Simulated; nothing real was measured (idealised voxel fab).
Proc. module: voxel self aligned contacts
We display cut, a cross-section 300 nm in width whose square cells are each 5 nm.
A cross-section in this document is a grid of square cells, and it is written down as bands, the top band listed before the ones below it; a band is made up of one or more rows of cells. Top, bottom (nm), then materials left to right with widths (nm); lone material tagged "full width" fills the whole band edge to edge; "blank" = empty space. Beneath 0, the wafer as received is one material, and that level is where height counting begins. The lowest band goes on downward without a bottom; it is written like "0 nm and below". Read "30..40" as a graded width: first number on top, second number at the bottom, same change between each pair of neighbouring rows. Take "remained the same" at face value: in the step it is given for, the cross-section changed in none of its cells. Voids not open to the top, 8 cells minimum: see "Unvented internal voids". Written width x height at distance; distance is from the left edge; nm. Note: text after step settings on the step line = simulator remark on that step. Regarding "overlay nm": on a step with a mask, it is the distance the mask lay to the right of its planned place; a negative value places it to the left.

HERE'S WHAT THE PLANNED PROCESS STEPS LOOK LIKE
1,RECEIVE | material Si
2,OXIDIZE | depth nm 5
3,DIRECTIONAL_DEP | material polySi | thk nm 30
4,DIRECTIONAL_DEP | material SiN | thk nm 20
5,DIRECTIONAL_DEP | material aC | thk nm 15
6,PATTERN | tone cover | mask id GATE | material resist | width nm 35 | pitch nm 80 | thk nm 35 | overlay nm 0
7,DIRECTIONAL_ETCH | etch materials aC | depth nm 15
8,STRIP | etch materials resist
9,DIRECTIONAL_ETCH | etch materials SiN | depth nm 20
10,DIRECTIONAL_ETCH | etch materials polySi | depth nm 30
11,STRIP | etch materials aC
12,CONFORMAL_DEP | material SiN | thk nm 10
13,DIRECTIONAL_ETCH | etch materials SiN | depth nm 10
14,FILL_DEP | material SiO2 | thk nm 20
15,CMP | height nm 60
16,PATTERN | tone open | mask id CONTACT | material resist | width nm 65 | thk nm 15 | overlay nm 0
17,DIRECTIONAL_ETCH | etch materials SiO2 | depth nm 65
18,STRIP | etch materials resist
19,CONFORMAL_DEP | material TiN | thk nm 5
20,FILL_DEP | material W | thk nm 5
21,CMP | height nm 60
22,CONFORMAL_DEP | material SiN | thk nm 5

ACCOUNT OF THE FIRST OF TWO WAFERS, WHICH WAS PROCESSED AS INTENDED

CROSS-SECTION OF THE WAFER AS IT CAME TO US, I.E., ALREADY THROUGH STEP 1
	0 nm and below: Si full width
	Unvented internal voids: none

HOW THE WAFER STANDS IN SECTION AFTER STEP 2
	0 nm to -5 nm: SiO2 full width
	Whatever lies below -5 is exactly as it was before.

HOW THE WAFER STANDS IN SECTION AFTER STEP 3
	30 nm to 0 nm: polySi full width
	Whatever lies below 0 is exactly as it was before.

HOW THE WAFER STANDS IN SECTION AFTER STEP 4
	50 nm to 30 nm: SiN full width
	Whatever lies below 30 is exactly as it was before.

HOW THE WAFER STANDS IN SECTION AFTER STEP 5
	65 nm to 50 nm: aC full width
	Whatever lies below 50 is exactly as it was before.

HOW THE WAFER STANDS IN SECTION AFTER STEP 6
	100 nm to 65 nm: blank: 90  resist: 35  blank: 45  resist: 35  blank: 95
	Whatever lies below 65 is exactly as it was before.

HOW THE WAFER STANDS IN SECTION AFTER STEP 7
	85 nm to 65 nm: blank: 90  resist: 35  blank: 45  resist: 35  blank: 95
	65 nm to 50 nm: blank: 90  aC: 35  blank: 45  aC: 35  blank: 95
	Whatever lies below 50 is exactly as it was before.

HOW THE WAFER STANDS IN SECTION AFTER STEP 8
	65 nm to 50 nm: blank: 90  aC: 35  blank: 45  aC: 35  blank: 95
	Whatever lies below 50 is exactly as it was before.

HOW THE WAFER STANDS IN SECTION AFTER STEP 9
	65 nm to 50 nm: blank: 90  aC: 35  blank: 45  aC: 35  blank: 95
	50 nm to 30 nm: blank: 90  SiN: 35  blank: 45  SiN: 35  blank: 95
	Whatever lies below 30 is exactly as it was before.

HOW THE WAFER STANDS IN SECTION AFTER STEP 10
	65 nm to 50 nm: blank: 90  aC: 35  blank: 45  aC: 35  blank: 95
	50 nm to 30 nm: blank: 90  SiN: 35  blank: 45  SiN: 35  blank: 95
	30 nm to 0 nm: blank: 90  polySi: 35  blank: 45  polySi: 35  blank: 95
	Whatever lies below 0 is exactly as it was before.

HOW THE WAFER STANDS IN SECTION AFTER STEP 11
	50 nm to 30 nm: blank: 90  SiN: 35  blank: 45  SiN: 35  blank: 95
	Whatever lies below 30 is exactly as it was before.

HOW THE WAFER STANDS IN SECTION AFTER STEP 12
	60 nm to 30 nm: blank: 80  SiN: 55  blank: 25  SiN: 55  blank: 85
	30 nm to 10 nm: blank: 80  SiN: 10  polySi: 35  SiN: 10  blank: 25  SiN: 10  polySi: 35  SiN: 10  blank: 85
	10 nm to 0 nm: SiN: 90  polySi: 35  SiN: 45  polySi: 35  SiN: 95
	Whatever lies below 0 is exactly as it was before.

HOW THE WAFER STANDS IN SECTION AFTER STEP 13
	50 nm to 30 nm: blank: 80  SiN: 55  blank: 25  SiN: 55  blank: 85
	30 nm to 0 nm: blank: 80  SiN: 10  polySi: 35  SiN: 10  blank: 25  SiN: 10  polySi: 35  SiN: 10  blank: 85
	Whatever lies below 0 is exactly as it was before.

HOW THE WAFER STANDS IN SECTION AFTER STEP 14
	70 nm to 50 nm: SiO2 full width
	50 nm to 30 nm: SiO2: 80  SiN: 55  SiO2: 25  SiN: 55  SiO2: 85
	30 nm to 0 nm: SiO2: 80  SiN: 10  polySi: 35  SiN: 10  SiO2: 25  SiN: 10  polySi: 35  SiN: 10  SiO2: 85
	Whatever lies below 0 is exactly as it was before.

HOW THE WAFER STANDS IN SECTION AFTER STEP 15
	60 nm to 50 nm: SiO2 full width
	Whatever lies below 50 is exactly as it was before.

HOW THE WAFER STANDS IN SECTION AFTER STEP 16
	75 nm to 60 nm: resist: 115  blank: 65  resist: 120
	Whatever lies below 60 is exactly as it was before.

HOW THE WAFER STANDS IN SECTION AFTER STEP 17
	75 nm to 60 nm: resist: 115  blank: 65  resist: 120
	60 nm to 50 nm: SiO2: 115  blank: 65  SiO2: 120
	50 nm to 30 nm: SiO2: 80  SiN: 55  blank: 25  SiN: 55  SiO2: 85
	30 nm to 0 nm: SiO2: 80  SiN: 10  polySi: 35  SiN: 10  blank: 25  SiN: 10  polySi: 35  SiN: 10  SiO2: 85
	0 nm to -5 nm: SiO2: 135  blank: 25  SiO2: 140
	Whatever lies below -5 is exactly as it was before.

HOW THE WAFER STANDS IN SECTION AFTER STEP 18
	60 nm to 50 nm: SiO2: 115  blank: 65  SiO2: 120
	Whatever lies below 50 is exactly as it was before.

HOW THE WAFER STANDS IN SECTION AFTER STEP 19
	65 nm to 60 nm: TiN: 120  blank: 55  TiN: 125
	60 nm to 50 nm: SiO2: 115  TiN: 5..25  blank: 55..15  TiN: 5..25  SiO2: 120
	50 nm to 30 nm: SiO2: 80  SiN: 55  TiN: 5  blank: 15  TiN: 5  SiN: 55  SiO2: 85
	30 nm to 0 nm: SiO2: 80  SiN: 10  polySi: 35  SiN: 10  TiN: 5  blank: 15  TiN: 5  SiN: 10  polySi: 35  SiN: 10  SiO2: 85
	0 nm to -5 nm: SiO2: 135  TiN: 25  SiO2: 140
	Whatever lies below -5 is exactly as it was before.

HOW THE WAFER STANDS IN SECTION AFTER STEP 20
	70 nm to 65 nm: W full width
	65 nm to 60 nm: TiN: 120  W: 55  TiN: 125
	60 nm to 50 nm: SiO2: 115  TiN: 5..25  W: 55..15  TiN: 5..25  SiO2: 120
	50 nm to 30 nm: SiO2: 80  SiN: 55  TiN: 5  W: 15  TiN: 5  SiN: 55  SiO2: 85
	30 nm to 0 nm: SiO2: 80  SiN: 10  polySi: 35  SiN: 10  TiN: 5  W: 15  TiN: 5  SiN: 10  polySi: 35  SiN: 10  SiO2: 85
	Whatever lies below 0 is exactly as it was before.

HOW THE WAFER STANDS IN SECTION AFTER STEP 21
	60 nm to 50 nm: SiO2: 115  TiN: 5..25  W: 55..15  TiN: 5..25  SiO2: 120
	Whatever lies below 50 is exactly as it was before.

HOW THE WAFER STANDS IN SECTION AFTER STEP 22
	65 nm to 60 nm: SiN full width
	Whatever lies below 60 is exactly as it was before.

COMPANION WAFER, THE SECOND OF TWO: SAME BEGINNING, SAME INTENDED SEQUENCE, ONE MISTAKE IN CARRYING IT OUT; THROUGH STEP 15 INCLUSIVE IT TRACKS THE FIRST EXACTLY

SECOND WAFER: CROSS-SECTION AT THE SCHEDULED END OF STEP 16
	75 nm to 60 nm: resist: 105  blank: 65  resist: 130
	Whatever lies below 60 is exactly as it was before.

SECOND WAFER: CROSS-SECTION AT THE SCHEDULED END OF STEP 17
	75 nm to 60 nm: resist: 105  blank: 65  resist: 130
	60 nm to 50 nm: SiO2: 105  blank: 65  SiO2: 130
	50 nm to 30 nm: SiO2: 80  SiN: 55  blank: 25  SiN: 55  SiO2: 85
	30 nm to 0 nm: SiO2: 80  SiN: 10  polySi: 35  SiN: 10  blank: 25  SiN: 10  polySi: 35  SiN: 10  SiO2: 85
	0 nm to -5 nm: SiO2: 135  blank: 25  SiO2: 140
	Whatever lies below -5 is exactly as it was before.

SECOND WAFER: CROSS-SECTION AT THE SCHEDULED END OF STEP 18
	60 nm to 50 nm: SiO2: 105  blank: 65  SiO2: 130
	Whatever lies below 50 is exactly as it was before.

SECOND WAFER: CROSS-SECTION AT THE SCHEDULED END OF STEP 19
	65 nm to 60 nm: TiN: 110  blank: 55  TiN: 135
	60 nm to 50 nm: SiO2: 105  TiN: 5..35  blank: 55..15  TiN: 5..15  SiO2: 130
	50 nm to 30 nm: SiO2: 80  SiN: 55  TiN: 5  blank: 15  TiN: 5  SiN: 55  SiO2: 85
	30 nm to 0 nm: SiO2: 80  SiN: 10  polySi: 35  SiN: 10  TiN: 5  blank: 15  TiN: 5  SiN: 10  polySi: 35  SiN: 10  SiO2: 85
	0 nm to -5 nm: SiO2: 135  TiN: 25  SiO2: 140
	Whatever lies below -5 is exactly as it was before.

SECOND WAFER: CROSS-SECTION AT THE SCHEDULED END OF STEP 20
	70 nm to 65 nm: W full width
	65 nm to 60 nm: TiN: 110  W: 55  TiN: 135
	60 nm to 50 nm: SiO2: 105  TiN: 5..35  W: 55..15  TiN: 5..15  SiO2: 130
	50 nm to 30 nm: SiO2: 80  SiN: 55  TiN: 5  W: 15  TiN: 5  SiN: 55  SiO2: 85
	30 nm to 0 nm: SiO2: 80  SiN: 10  polySi: 35  SiN: 10  TiN: 5  W: 15  TiN: 5  SiN: 10  polySi: 35  SiN: 10  SiO2: 85
	Whatever lies below 0 is exactly as it was before.

SECOND WAFER: CROSS-SECTION AT THE SCHEDULED END OF STEP 21
	60 nm to 50 nm: SiO2: 105  TiN: 5..35  W: 55..15  TiN: 5..15  SiO2: 130
	Whatever lies below 50 is exactly as it was before.

SECOND WAFER: CROSS-SECTION AT THE SCHEDULED END OF STEP 22
	65 nm to 60 nm: SiN full width
	Whatever lies below 60 is exactly as it was before.
Want to know what went wrong? step 16, actual vs plan mismatch, actual run PATTERN | tone open | mask id CONTACT | material resist | width nm 65 | thk nm 15 | overlay nm -10
Upon completion, the cell count for each material on the second wafer equals that on the first, whereas the spatial distribution of those cells differs.
